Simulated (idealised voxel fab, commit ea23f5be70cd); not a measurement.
Process module in this document: voxel gate over fins
Each square cell in cross-section cut measures 5 nm, and the section as a whole is 265 nm wide.
Heads up, the way a cross-section reads in here is a grid of square cells, handed over as bands from the top down, with every band being one or more rows of cells.
Look at the band entry: it leads with the top's height and the bottom's height in nm. Then it lists the materials left to right, with a width in nm for each. The word "throughout" on a single material says that material fills the band edge to edge. The word "air" is empty space.
Measure heights from 0. That's the level where, below it, the as-received wafer is all one material. The lowest band is bottomless and extends downward; write it as in "from 0 down".
The notation "30 to 40" denotes a width that varies across the rows of cells in the band, beginning at the first number in the top row, finishing at the second number in the bottom row, and changing by an identical amount from each row to the next.
Where the words "no modifications" appear for a step, the cross-section shows no cell changed by that step; every cell remained as before.
The entry titled "Voids lacking openings" provides the empty spaces that have no open way to the top, restricted to those of 8 cells or more. Each is presented as width x height at distance, the distance being measured from the left edge, with all three in nm.
On a step's line, text after the settings is the simulator commenting on that step.
"overlay nm" answers the question of how far to the right of plan the mask lay on a step that has a mask, and when it is negative the answer is to the left.

## This section lists the process steps that were planned
1,RECEIVE with material Si
2,CONFORMAL_DEP with material SiN, thk nm 5
3,MASKED_ETCH with tone cover, mask id FINS, width nm 15, pitch nm 60, etch materials SiN, depth nm 5, overlay nm 0
4,MASKED_ETCH with tone cover, mask id FINS, width nm 15, pitch nm 60, etch materials Si, depth nm 30, overlay nm 0
5,OXIDIZE with depth nm 5
6,FILL_DEP with material SiO2, thk nm 5
7,CMP with height nm 5
8,PATTERN with tone open, mask id RAIL, material resist, width nm 15, thk nm 15, overlay nm 0
9,DIRECTIONAL_ETCH with etch materials SiO2, depth nm 30
10,STRIP with etch materials resist
11,CONFORMAL_DEP with material TiN, thk nm 5
12,FILL_DEP with material W, thk nm 5
13,CMP with height nm 5
14,SELECTIVE_ETCH with etch materials W Ru TiN, depth nm 25
15,FILL_DEP with material SiO2, thk nm 5
16,CMP with height nm 5
17,SELECTIVE_ETCH with etch materials SiO2, depth nm 15
18,STRIP with etch materials SiN
19,CONFORMAL_DEP with material HfO2, thk nm 5
20,CONFORMAL_DEP with material TiN, thk nm 5
21,CONFORMAL_DEP with material TiAl, thk nm 5
22,CONFORMAL_DEP with material TiN, thk nm 5
23,FILL_DEP with material W, thk nm 10
24,CMP with height nm 25
25,CONFORMAL_DEP with material SiN, thk nm 5
The plan shows the thk nm of step 22 as the first wafer had it; this setting differs between the wafers, which start out alike.

## First of several wafers (as received, post step 1), cross-sectional view
> from 0 down: Si throughout
> Voids lacking openings: none

## Tabulated below, wafer by wafer, are the end-of-module results: for each material, the number of cells gained (+) or lost (-) relative to the as-received state, followed by the closed voids
thk nm 5, +61 HfO2, -357 Si, +53 SiN, +252 SiO2, +61 TiAl, +125 TiN, +123 W, Voids lacking openings: none
thk nm 10, +61 HfO2, -357 Si, +53 SiN, +252 SiO2, +61 TiAl, +186 TiN, +62 W, Voids lacking openings: none
thk nm 15, +61 HfO2, -357 Si, +53 SiN, +252 SiO2, +61 TiAl, +220 TiN, +28 W, Voids lacking openings: none
thk nm 20, +61 HfO2, -357 Si, +53 SiN, +252 SiO2, +61 TiAl, +248 TiN, Voids lacking openings: none
